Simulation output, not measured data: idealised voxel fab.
The process module presented herein is designated voxel capacitor over wiring.
Displayed cross-section: cut, width of 280 nm, square cells sized 5 nm.
Each cross-section below is a grid of square cells, stated as bands in top-down order, with one or more rows of cells making up each band.
Per band: top height and bottom height in nm, followed by the left-to-right materials and their widths in nm; "edge to edge" marks a single material spanning edge to edge, "blank" marks empty space.
Height 0 is the level under which the wafer as received is all one material. The lowest band goes on downwards, as in "0 nm and below".
You'd read "30..40" like this: the band's top row of cells is as wide as the first number, its bottom row is as wide as the second, and going down, every row changes width by the same amount as the row before did.
Where a step carries "stayed the same", the cross-section came out of it unchanged, cell for cell.
"Sealed-off cavities" specifies each empty space that is not open to the top and that occupies no fewer than 8 cells, using the form width x height at distance, the distance measured from the left edge and all three quantities in nm.
Past the settings on a step's line: simulator remark, on that step.
A step's line can hold "overlay nm"; with a mask on that step, the setting says how far right of the planned place the mask lay, while a negative setting says it lay to the left.
The planned process steps are enumerated hereunder
step 1: RECEIVE, material Si
step 2: CONFORMAL_DEP, material SiO2, thk nm 15
step 3: DIRECTIONAL_DEP, material TiN, thk nm 5
step 4: DIRECTIONAL_DEP, material W, thk nm 15
step 5: PATTERN, tone cover, mask id METAL_1, material resist, width nm 30, pitch nm 100, thk nm 20, overlay nm 0
step 6: DIRECTIONAL_ETCH, etch materials W, depth nm 15
step 7: DIRECTIONAL_ETCH, etch materials TiN, depth nm 5
step 8: STRIP, etch materials resist
step 9: FILL_DEP, material lowk, thk nm 5
step 10: CMP, height nm 35
step 11: CONFORMAL_DEP, material SiCN, thk nm 5
step 12: DIRECTIONAL_DEP, material lowk, thk nm 20
step 13: DIRECTIONAL_DEP, material aC, thk nm 10
step 14: PATTERN, tone open, mask id PLUG_1, material resist, width nm 15, thk nm 30, overlay nm 0
step 15: DIRECTIONAL_ETCH, etch materials aC, depth nm 10
step 16: STRIP, etch materials resist
step 17: DIRECTIONAL_ETCH, etch materials lowk, depth nm 20
step 18: DIRECTIONAL_ETCH, etch materials SiCN, depth nm 5
step 19: STRIP, etch materials aC
step 20: EPI, material Ru, thk nm 10
step 21: EPI, material Ru, thk nm 10
step 22: EPI, material Ru, thk nm 5
step 23: DIRECTIONAL_DEP, material TiN, thk nm 5
step 24: DIRECTIONAL_DEP, material HfO2, thk nm 5
step 25: DIRECTIONAL_DEP, material TiN, thk nm 10
step 26: MASKED_ETCH, tone cover, mask id UPPER_PLATE, width nm 75, etch materials TiN, depth nm 10, overlay nm 0
step 27: MASKED_ETCH, tone cover, mask id UPPER_PLATE, width nm 75, etch materials HfO2, depth nm 5, overlay nm 0
step 28: DIRECTIONAL_DEP, material aC, thk nm 10
step 29: PATTERN, tone cover, mask id LOWER_PLATE, material resist, width nm 85, thk nm 30, overlay nm 0
step 30: DIRECTIONAL_ETCH, etch materials aC, depth nm 10
step 31: STRIP, etch materials resist
step 32: DIRECTIONAL_ETCH, etch materials TiN, depth nm 5
step 33: STRIP, etch materials aC
step 34: FILL_DEP, material SiO2, thk nm 20
step 35: CMP, height nm 95
step 36: DIRECTIONAL_DEP, material aC, thk nm 15
step 37: PATTERN, tone open, mask id PLUG_2, material resist, width nm 15, thk nm 30, overlay nm 0
step 38: DIRECTIONAL_ETCH, etch materials aC, depth nm 15
step 39: STRIP, etch materials resist
step 40: DIRECTIONAL_ETCH, etch materials SiO2, depth nm 15
step 41: STRIP, etch materials aC
step 42: CONFORMAL_DEP, material TiN, thk nm 5
step 43: FILL_DEP, material Ru, thk nm 5
step 44: CMP, height nm 95
step 45: CONFORMAL_DEP, material SiCN, thk nm 5
The cross-section here shows the wafer as received, i.e. in its state after step 1
> 0 nm and below  Si edge to edge
> Sealed-off cavities: none
The first of two wafers, cross-sectioned at the end of the module, with the run proceeding as planned
> 100 nm to 95 nm  SiCN edge to edge
> 95 nm to 85 nm  100 nm SiO2  5 nm TiN  5 nm Ru  5 nm TiN  165 nm SiO2
> 85 nm to 80 nm  100 nm SiO2  15 nm TiN  165 nm SiO2
> 80 nm to 70 nm  90 nm SiO2  75 nm TiN  115 nm SiO2
> 70 nm to 65 nm  90 nm SiO2  75 nm HfO2  115 nm SiO2
> 65 nm to 60 nm  85 nm SiO2  85 nm TiN  110 nm SiO2
> 60 nm to 40 nm  90 nm lowk  15 nm Ru  175 nm lowk
> 40 nm to 35 nm  90 nm SiCN  15 nm Ru  175 nm SiCN
> 35 nm to 20 nm  75 nm lowk  30 nm W  70 nm lowk  30 nm W  75 nm lowk
> 20 nm to 15 nm  75 nm lowk  30 nm TiN  70 nm lowk  30 nm TiN  75 nm lowk
> 15 nm to 0 nm  SiO2 edge to edge
> 0 nm and below  Si edge to edge
> Sealed-off cavities: none
This cross-section belongs to the second wafer of two at the end of the module; the start and the plan were shared with the first, and the run included one mistake
> 100 nm to 95 nm  SiCN edge to edge
> 95 nm to 85 nm  100 nm SiO2  5 nm TiN  5 nm Ru  5 nm TiN  165 nm SiO2
> 85 nm to 80 nm  100 nm SiO2  15 nm TiN  165 nm SiO2
> 80 nm to 70 nm  105 nm SiO2  60 nm TiN  115 nm SiO2
> 70 nm to 65 nm  90 nm SiO2  15 nm TiN  60 nm HfO2  115 nm SiO2
> 65 nm to 60 nm  85 nm SiO2  85 nm TiN  110 nm SiO2
> 60 nm to 55 nm  90 nm lowk  15 nm HfO2  175 nm lowk
> 55 nm to 50 nm  90 nm lowk  15 nm TiN  175 nm lowk
> 50 nm to 40 nm  90 nm lowk  15 nm Ru  175 nm lowk
> 40 nm to 35 nm  90 nm SiCN  15 nm Ru  175 nm SiCN
> 35 nm to 20 nm  75 nm lowk  30 nm W  70 nm lowk  30 nm W  75 nm lowk
> 20 nm to 15 nm  75 nm lowk  30 nm TiN  70 nm lowk  30 nm TiN  75 nm lowk
> 15 nm to 0 nm  SiO2 edge to edge
> 0 nm and below  Si edge to edge
> Sealed-off cavities: none
Misprocessing identified: the sequence lacks one of the identical steps 20 and 21, and which one cannot be told
At the finish, the second wafer shows more or fewer cells for some materials than the first does: Ru -6, SiO2 +6
